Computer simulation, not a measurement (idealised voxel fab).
Documented hereafter: the process module known as voxel self aligned contacts.
The cross-section on display is named cut; it measures 210 nm wide, and its cells are 5 nm squares.
Heads up, the way a cross-section reads in here is a grid of square cells, handed over as bands from the top down, with every band being one or more rows of cells. It is stipulated that each band's entry specify, in nanometres, the height of the top of the band and then that of its bottom, followed by the materials of the band in left-to-right sequence, each together with its width in nanometres. A single material marked by the word "edge to edge" is understood to fill the band from edge to edge; the word "air" is understood to denote empty space. Measure heights from 0. That's the level where, below it, the as-received wafer is all one material. The lowest band is bottomless and extends downward; write it as in "0..down". Width spec "30..40" -> top row of cells at first value, bottom row at second value, equal per-row change in between. Key: "no modification" - step with no changed cell in the cross-section. Voids not open to the top, 8 cells minimum: see "Voids, enclosed". Written width x height at distance; distance is from the left edge; nm. What comes after the settings on a step's line is commentary from the simulator itself on that step. Among the settings permitted on a step's line is "overlay nm"; applied to a step with a mask, it specifies the extent to which the mask lay to the right of its planned position, whereas a negative figure signifies a position to the left.
The steps planned for the process are as follows:
| 1 | RECEIVE [material Si] |
| 2 | CONFORMAL_DEP [material SiO2] [thk nm 5] |
| 3 | DIRECTIONAL_DEP [material polySi] [thk nm 30] |
| 4 | DIRECTIONAL_DEP [material SiN] [thk nm 20] |
| 5 | PATTERN [tone cover] [mask id GATE] [material resist] [width nm 25] [pitch nm 50] [thk nm 15] [overlay nm 0] |
| 6 | DIRECTIONAL_ETCH [etch materials SiN] [depth nm 20] |
| 7 | DIRECTIONAL_ETCH [etch materials polySi] [depth nm 30] |
| 8 | STRIP [etch materials resist] |
| 9 | CONFORMAL_DEP [material SiN] [thk nm 5] |
| 10 | DIRECTIONAL_ETCH [etch materials SiN] [depth nm 5] |
| 11 | FILL_DEP [material SiO2] [thk nm 10] |
| 12 | CMP [height nm 60] |
| 13 | PATTERN [tone open] [mask id CONTACT] [material resist] [width nm 35] [thk nm 15] [overlay nm 0] |
| 14 | DIRECTIONAL_ETCH [etch materials SiO2] [depth nm 60] |
| 15 | STRIP [etch materials resist] |
| 16 | CONFORMAL_DEP [material TiN] [thk nm 5] |
| 17 | FILL_DEP [material Ru] [thk nm 5] |
| 18 | CMP [height nm 60] |
| 19 | CONFORMAL_DEP [material SiN] [thk nm 5] |
For clarity, it should be stated that the wafers under discussion commence in an identical condition and differ with respect to the thk nm of step 9, the plan indicating the value that the first wafer had.
As-received state after step 1, first of several wafers, cross-section:
* 0..down = Si edge to edge
* Voids, enclosed: none
Table: wafers, a row each; end-of-module cell change per material since receipt, gain (+), loss (-); then closed voids:
thk nm 5; +11 Ru; +122 SiN; +324 SiO2; +29 TiN; +60 polySi; Voids, enclosed: none
thk nm 10; +204 SiN; +272 SiO2; +10 TiN; +60 polySi; Voids, enclosed: none
thk nm 15; +255 SiN; +231 SiO2; +60 polySi; Voids, enclosed: none
thk nm 20; +292 SiN; +194 SiO2; +60 polySi; Voids, enclosed: none
